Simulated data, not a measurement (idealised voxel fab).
This section sets out a process module, namely voxel gate over fins.
Xsec cut, 180 nm wide, square cell size 5 nm.
Each cross-section below is a grid of square cells, stated as bands in top-down order, with one or more rows of cells making up each band.
Band: top and bottom heights (nm) first, top before bottom; then materials from left to right, widths in nm. "everywhere" marks a sole material filling the band edge to edge. "empty" denotes empty space.
Measure heights from 0. That's the level where, below it, the as-received wafer is all one material. The lowest band is bottomless and extends downward; write it as in "0 down".
With a width like "30 to 40", each row of cells in the band differs from the next by the same amount, the top row carrying the first number and the bottom row the second.
Step marked "left unchanged"? Then no cell in the cross-section changed in it.
Listed in "Sealed void listing": every empty space of 8 or more cells without an open way to the top. Form: width x height at distance, the distance being from the left edge, all in nm.
Read whatever lies past the settings on a step's line as the simulator's own remark about the step.
overlay nm, on a step with a mask: how far to the right of its planned place the mask lay; to the left if negative
This section lists the process steps that were planned:
1) RECEIVE: material Si
2) CONFORMAL_DEP: material SiN, thk nm 10
3) PATTERN: tone cover, mask id FINS, material resist, width nm 15, pitch nm 35, thk nm 20, overlay nm 0
4) DIRECTIONAL_ETCH: etch materials SiN, depth nm 10
5) DIRECTIONAL_ETCH: etch materials Si, depth nm 35
6) STRIP: etch materials resist
7) OXIDIZE: depth nm 5
8) FILL_DEP: material SiO2, thk nm 5
9) CMP: height nm 10
10) SELECTIVE_ETCH: etch materials SiO2, depth nm 25
11) STRIP: etch materials SiN
12) CONFORMAL_DEP: material HfO2, thk nm 5
13) CONFORMAL_DEP: material TiN, thk nm 5
14) FILL_DEP: material W, thk nm 10
15) CMP: height nm 15
16) CONFORMAL_DEP: material SiN, thk nm 5
Here's what the wafer looked like in cross-section when it arrived - that's after step 1:
	0 down: Si everywhere
	Sealed void listing: none
Final cross-section, module run with one mistake (start and plan as above):
	20 to 15: SiN everywhere
	15 to 10: W everywhere
	10 to 5: W 25 nm / TiN 25 nm / W 10 nm / TiN 25 nm / W 10 nm / TiN 25 nm / W 10 nm / TiN 25 nm / W 25 nm
	5 to 0: W 25 nm / TiN 5 nm / HfO2 15 nm / TiN 5 nm / W 10 nm / TiN 5 nm / HfO2 15 nm / TiN 5 nm / W 10 nm / TiN 5 nm / HfO2 15 nm / TiN 5 nm / W 10 nm / TiN 5 nm / HfO2 15 nm / TiN 5 nm / W 25 nm
	0 to -5: W 25 nm / TiN 5 nm / HfO2 5 nm / Si 5 nm / HfO2 5 nm / TiN 5 nm / W 10 nm / TiN 5 nm / HfO2 5 nm / Si 5 nm / HfO2 5 nm / TiN 5 nm / W 10 nm / TiN 5 nm / HfO2 5 nm / Si 5 nm / HfO2 5 nm / TiN 5 nm / W 10 nm / TiN 5 nm / HfO2 5 nm / Si 5 nm / HfO2 5 nm / TiN 5 nm / W 25 nm
	-5 to -10: TiN 30 nm / HfO2 5 nm / Si 5 nm / HfO2 5 nm / TiN 20 nm / HfO2 5 nm / Si 5 nm / HfO2 5 nm / TiN 20 nm / HfO2 5 nm / Si 5 nm / HfO2 5 nm / TiN 20 nm / HfO2 5 nm / Si 5 nm / HfO2 5 nm / TiN 30 nm
	-10 to -15: HfO2 35 nm / Si 5 nm / HfO2 30 nm / Si 5 nm / HfO2 30 nm / Si 5 nm / HfO2 30 nm / Si 5 nm / HfO2 35 nm
	-15 to -75: SiO2 35 nm / Si 5 nm / SiO2 30 nm / Si 5 nm / SiO2 30 nm / Si 5 nm / SiO2 30 nm / Si 5 nm / SiO2 35 nm
	-75 down: Si everywhere
	Sealed void listing: none
Deviation from plan: in the plan, step 5 was performed twice
